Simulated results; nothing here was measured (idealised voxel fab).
process module | voxel capacitor over wiring
cross-section cut | 260 nm wide | cells 5 nm
A cross-section is written here as square cells arranged in a grid, and it is given in bands from the top down, each band taking up one or more rows of cells. Read a band's entry like this: the first values are the height of its top and the height of its bottom in nm, and what follows is the sequence of materials from left to right, each with its width in nm. Note that "empty" is empty space, and that a single material marked "everywhere" reaches across the band from edge to edge. Height is counted from the level 0, under which the received wafer is composed throughout of one material. The lowest of the bands is not closed at the bottom but continues downward, in the notation "0 nm and below". Read "30->40" as a graded width: first number on top, second number at the bottom, same change between each pair of neighbouring rows. "no modification" means the step left every cell of the cross-section as it was. "Entrapped voids" specifies each empty space that is not open to the top and that occupies no fewer than 8 cells, using the form width x height at distance, the distance measured from the left edge and all three quantities in nm. Whatever follows a step's settings on its line is a remark the simulator itself makes about that step. Regarding "overlay nm": on a step with a mask, it is the distance the mask lay to the right of its planned place; a negative value places it to the left.

Intended process steps
1 RECEIVE with material Si
2 CONFORMAL_DEP with material SiO2, thk nm 10
3 CONFORMAL_DEP with material SiN, thk nm 5
4 DIRECTIONAL_DEP with material lowk, thk nm 25
5 DIRECTIONAL_DEP with material aC, thk nm 15
6 PATTERN with tone open, mask id METAL_1, material resist, width nm 20, pitch nm 80, thk nm 30, overlay nm 0
7 DIRECTIONAL_ETCH with etch materials aC, depth nm 15
8 STRIP with etch materials resist
9 DIRECTIONAL_ETCH with etch materials lowk, depth nm 25
10 DIRECTIONAL_ETCH with etch materials SiN, depth nm 5
11 STRIP with etch materials aC
12 CONFORMAL_DEP with material TiN, thk nm 5
13 FILL_DEP with material Cu, thk nm 5
14 CMP with height nm 40
15 CONFORMAL_DEP with material SiCN, thk nm 5
16 DIRECTIONAL_DEP with material SiO2, thk nm 20
17 PATTERN with tone open, mask id PLUG_1, material resist, width nm 15, thk nm 20, overlay nm 0
18 DIRECTIONAL_ETCH with etch materials SiO2, depth nm 20
19 DIRECTIONAL_ETCH with etch materials SiCN, depth nm 5
20 STRIP with etch materials resist
21 EPI with material Ru, thk nm 10
22 EPI with material Ru, thk nm 10
23 EPI with material Ru, thk nm 5
24 DIRECTIONAL_DEP with material TiN, thk nm 5
25 DIRECTIONAL_DEP with material Al2O3, thk nm 5
26 DIRECTIONAL_DEP with material TiN, thk nm 5
27 PATTERN with tone cover, mask id UPPER_PLATE, material resist, width nm 65, thk nm 20, overlay nm 0
28 DIRECTIONAL_ETCH with etch materials TiN, depth nm 5
29 DIRECTIONAL_ETCH with etch materials Al2O3, depth nm 5
30 STRIP with etch materials resist
31 DIRECTIONAL_DEP with material aC, thk nm 10
32 PATTERN with tone cover, mask id LOWER_PLATE, material resist, width nm 75, thk nm 25, overlay nm 0
33 DIRECTIONAL_ETCH with etch materials aC, depth nm 10
34 STRIP with etch materials resist
35 DIRECTIONAL_ETCH with etch materials TiN, depth nm 5
36 STRIP with etch materials aC
37 FILL_DEP with material SiO2, thk nm 20
38 CMP with height nm 95
39 DIRECTIONAL_DEP with material aC, thk nm 15
40 PATTERN with tone open, mask id PLUG_2, material resist, width nm 15, thk nm 30, overlay nm 0
41 DIRECTIONAL_ETCH with etch materials aC, depth nm 15
42 STRIP with etch materials resist
43 DIRECTIONAL_ETCH with etch materials SiO2, depth nm 15
44 STRIP with etch materials aC
45 CONFORMAL_DEP with material TiN, thk nm 5
46 FILL_DEP with material Cu, thk nm 10
47 CMP with height nm 95
48 CONFORMAL_DEP with material SiN, thk nm 5

Cross-section of the wafer upon arrival, representing the state reached after step 1
- 0 nm and below | Si everywhere
- Entrapped voids: none

End-of-module cross-section. Starting structure and process plan as above; one mistake made in running it
- 100 nm to 95 nm | SiN everywhere
- 95 nm to 90 nm | SiO2 (95)  TiN (5)  Cu (5)  TiN (5)  SiO2 (150)
- 90 nm to 85 nm | SiO2 (95)  TiN (15)  SiO2 (150)
- 85 nm to 80 nm | SiO2 (85)  TiN (5)  SiO2 (5)  TiN (55)  SiO2 (110)
- 80 nm to 75 nm | SiO2 (85)  Al2O3 (5)  TiN (5)  Al2O3 (55)  SiO2 (110)
- 75 nm to 70 nm | Ru (90)  Al2O3 (5)  Ru (165)
- 70 nm to 65 nm | TiN (85)  Ru (15)  TiN (160)
- 65 nm to 60 nm | SiO2 (85)  TiN (15)  SiO2 (160)
- 60 nm to 45 nm | SiO2 (85)  Ru (15)  SiO2 (160)
- 45 nm to 40 nm | SiCN (85)  Ru (15)  SiCN (160)
- 40 nm to 15 nm | lowk (80)  TiN (5)  Cu (10)  TiN (5)  lowk (60)  TiN (5)  Cu (10)  TiN (5)  lowk (80)
- 15 nm to 10 nm | SiN (80)  TiN (20)  SiN (60)  TiN (20)  SiN (80)
- 10 nm to 0 nm | SiO2 everywhere
- 0 nm and below | Si everywhere
- Entrapped voids: none
Error vs. plan: mixed up steps 23 and 24 - ran each in the other's place
